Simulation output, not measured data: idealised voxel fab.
This is a process module. Its name is voxel tone inversion.
cross-section cut | 230 nm wide | cells 5 nm
Cross-section layout: square cells on a grid; listed as bands, top to bottom; a band spans one or more cell rows.
A band entry consists of two parts. The first gives the height of the band's top and the height of its bottom, in nm. The rest lists the band's materials from left to right, each with its width in nm. A single material labelled with the word "edge to edge" fills the band from edge to edge, and the word "air" marks empty space.
Measure heights from 0. That's the level where, below it, the as-received wafer is all one material. The lowest band is bottomless and extends downward; write it as in "0 nm and below".
Per-row width for "30..40": begins at first number (top row of band), ends at second number (bottom row), increment between rows held constant.
"nothing altered" after a step means that no cell of the cross-section changed.
Entry "Tabulated closed voids". Content: empty spaces with no open connection to the top, size 8 cells or greater. Each: width x height at distance. Distance: from left edge. Unit: nm.
Where a step's line continues beyond its settings, the continuation is a remark by the simulator itself on that step.
overlay nm: step with mask; distance mask lay right of planned place; negative value = left of planned place.
-- Planned process steps
1,RECEIVE: material Si
2,CONFORMAL_DEP: material SiCN, thk nm 10
3,DIRECTIONAL_DEP: material aC, thk nm 25
4,PATTERN: tone cover, mask id POSTS, material resist, width nm 20, pitch nm 35, thk nm 30, overlay nm 0
5,DIRECTIONAL_ETCH: etch materials aC, depth nm 25
6,STRIP: etch materials resist
7,FILL_DEP: material SiO2, thk nm 10
8,CMP: height nm 35
9,STRIP: etch materials aC
-- Here's what the wafer looked like in cross-section when it arrived - that's after step 1
0 nm and below | Si edge to edge
Tabulated closed voids: none
-- Wafer cross-section at module end: first of two, run to plan
35 nm to 10 nm | SiO2 70, then air 20, then SiO2 15, then air 20, then SiO2 15, then air 20, then SiO2 70
10 nm to 0 nm | SiCN edge to edge
0 nm and below | Si edge to edge
Tabulated closed voids: none
-- What the second wafer looks like in cross-section once the module is done. Its start and its plan matched the first wafer's exactly; what differed was one mistake in how it was run
35 nm to 10 nm | air 70, then aC 20, then air 15, then aC 20, then air 15, then aC 20, then air 70
10 nm to 0 nm | SiCN edge to edge
0 nm and below | Si edge to edge
Tabulated closed voids: none
Against the plan, the run slipped here: off-plan run, step 9, actual operation and settings STRIP: etch materials SiO2
The second wafer ends with more or fewer cells of some materials than the first, per final count: SiO2: 170 fewer; aC: 60 more
